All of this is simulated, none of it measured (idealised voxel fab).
Process module, titled voxel quadruple lines
Cross-section cut spans 140 nm and uses square cells 5 nm in size.
Each cross-section below is a grid of square cells, stated as bands in top-down order, with one or more rows of cells making up each band. Band: top height; bottom height; in nm. Then, left to right: material with width in nm, for each material. "edge to edge": a single material spanning edge to edge. "blank": empty space. Where do heights start? At 0: under that level the wafer as delivered is made of one material only. And the lowest band has no floor; it just carries on downward, as in "0 and below". Graded width ("30..40"): value in top row of band = first number; value in bottom row = second number; row-to-row change constant. The designation "nothing different", where it is given for a processing step, indicates that no cell of the cross-section was altered in the course of that step. "Voids, sealed": empty spaces of 8 cells or more with no open way to the top, each given as width x height at distance, distance from the left edge, all in nm. Post-settings text on a step line: simulator's own remark regarding the step. overlay nm: right-of-plan distance of the mask on a masked step; negative values mean left-of-plan.
This section lists the process steps that were planned
step 1: RECEIVE,material Si
step 2: CONFORMAL_DEP,material Al2O3,thk nm 5
step 3: DIRECTIONAL_DEP,material Ru,thk nm 10
step 4: DIRECTIONAL_DEP,material polySi,thk nm 20
step 5: DIRECTIONAL_DEP,material aC,thk nm 25
step 6: PATTERN,tone cover,mask id MANDREL,material resist,width nm 30,thk nm 35,overlay nm 0
step 7: DIRECTIONAL_ETCH,etch materials aC,depth nm 25
step 8: STRIP,etch materials resist
step 9: CONFORMAL_DEP,material SiO2,thk nm 10
step 10: DIRECTIONAL_ETCH,etch materials SiO2,depth nm 10
step 11: STRIP,etch materials aC
step 12: DIRECTIONAL_ETCH,etch materials polySi,depth nm 20
step 13: STRIP,etch materials SiO2
step 14: CONFORMAL_DEP,material SiN,thk nm 10
step 15: DIRECTIONAL_ETCH,etch materials SiN,depth nm 10
step 16: STRIP,etch materials polySi
step 17: DIRECTIONAL_ETCH,etch materials Ru,depth nm 10
step 18: STRIP,etch materials SiN
step 19: FILL_DEP,material SiO2,thk nm 10
step 20: CMP,height nm 15
Below: the first of two wafers, run as planned
Here's what the wafer looked like in cross-section when it arrived - that's after step 1
    0 and below: Si edge to edge
    Voids, sealed: none
You're looking at a cross-section of the wafer after step 2
    5 down to 0: Al2O3 edge to edge
    Heights below 0 show no change.
You're looking at a cross-section of the wafer after step 3
    15 down to 5: Ru edge to edge
    Heights below 5 show no change.
You're looking at a cross-section of the wafer after step 4
    35 down to 15: polySi edge to edge
    Heights below 15 show no change.
You're looking at a cross-section of the wafer after step 5
    60 down to 35: aC edge to edge
    Heights below 35 show no change.
You're looking at a cross-section of the wafer after step 6
    95 down to 60: blank (55)  resist (30)  blank (55)
    Heights below 60 show no change.
You're looking at a cross-section of the wafer after step 7
    70 down to 60: blank (55)  resist (30)  blank (55)
    60 down to 35: blank (55)  aC (30)  blank (55)
    Heights below 35 show no change.
You're looking at a cross-section of the wafer after step 8
    60 down to 35: blank (55)  aC (30)  blank (55)
    Heights below 35 show no change.
You're looking at a cross-section of the wafer after step 9
    70 down to 60: blank (45)  SiO2 (50)  blank (45)
    60 down to 45: blank (45)  SiO2 (10)  aC (30)  SiO2 (10)  blank (45)
    45 down to 35: SiO2 (55)  aC (30)  SiO2 (55)
    Heights below 35 show no change.
You're looking at a cross-section of the wafer after step 10
    60 down to 35: blank (45)  SiO2 (10)  aC (30)  SiO2 (10)  blank (45)
    Heights below 35 show no change.
You're looking at a cross-section of the wafer after step 11
    60 down to 35: blank (45)  SiO2 (10)  blank (30)  SiO2 (10)  blank (45)
    Heights below 35 show no change.
You're looking at a cross-section of the wafer after step 12
    60 down to 35: blank (45)  SiO2 (10)  blank (30)  SiO2 (10)  blank (45)
    35 down to 15: blank (45)  polySi (10)  blank (30)  polySi (10)  blank (45)
    Heights below 15 show no change.
You're looking at a cross-section of the wafer after step 13
    35 down to 15: blank (45)  polySi (10)  blank (30)  polySi (10)  blank (45)
    Heights below 15 show no change.
You're looking at a cross-section of the wafer after step 14
    45 down to 35: blank (35)  SiN (30)  blank (10)  SiN (30)  blank (35)
    35 down to 25: blank (35)  SiN (10)  polySi (10)  SiN (10)  blank (10)  SiN (10)  polySi (10)  SiN (10)  blank (35)
    25 down to 15: SiN (45)  polySi (10)  SiN (30)  polySi (10)  SiN (45)
    Heights below 15 show no change.
You're looking at a cross-section of the wafer after step 15
    35 down to 15: blank (35)  SiN (10)  polySi (10)  SiN (10)  blank (10)  SiN (10)  polySi (10)  SiN (10)  blank (35)
    Heights below 15 show no change.
You're looking at a cross-section of the wafer after step 16
    35 down to 15: blank (35)  SiN (10)  blank (10)  SiN (10)  blank (10)  SiN (10)  blank (10)  SiN (10)  blank (35)
    Heights below 15 show no change.
You're looking at a cross-section of the wafer after step 17
    35 down to 15: blank (35)  SiN (10)  blank (10)  SiN (10)  blank (10)  SiN (10)  blank (10)  SiN (10)  blank (35)
    15 down to 5: blank (35)  Ru (10)  blank (10)  Ru (10)  blank (10)  Ru (10)  blank (10)  Ru (10)  blank (35)
    Heights below 5 show no change.
You're looking at a cross-section of the wafer after step 18
    15 down to 5: blank (35)  Ru (10)  blank (10)  Ru (10)  blank (10)  Ru (10)  blank (10)  Ru (10)  blank (35)
    Heights below 5 show no change.
You're looking at a cross-section of the wafer after step 19
    25 down to 15: SiO2 edge to edge
    15 down to 5: SiO2 (35)  Ru (10)  SiO2 (10)  Ru (10)  SiO2 (10)  Ru (10)  SiO2 (10)  Ru (10)  SiO2 (35)
    Heights below 5 show no change.
You're looking at a cross-section of the wafer after step 20
    15 down to 5: SiO2 (35)  Ru (10)  SiO2 (10)  Ru (10)  SiO2 (10)  Ru (10)  SiO2 (10)  Ru (10)  SiO2 (35)
    Heights below 5 show no change.
Notes, second wafer: start = first wafer's, plan = first wafer's, execution had one mistake; history identical to first through step 19
when step 20 should have ended
    5 down to 0: Al2O3 edge to edge
    Heights below 0 show no change.
Against the plan, the run slipped here: step 20 ran as: CMP,height nm 5
The second wafer ends with more or fewer cells of some materials than the first, per final count: Ru: 16 fewer | SiO2: 40 fewer
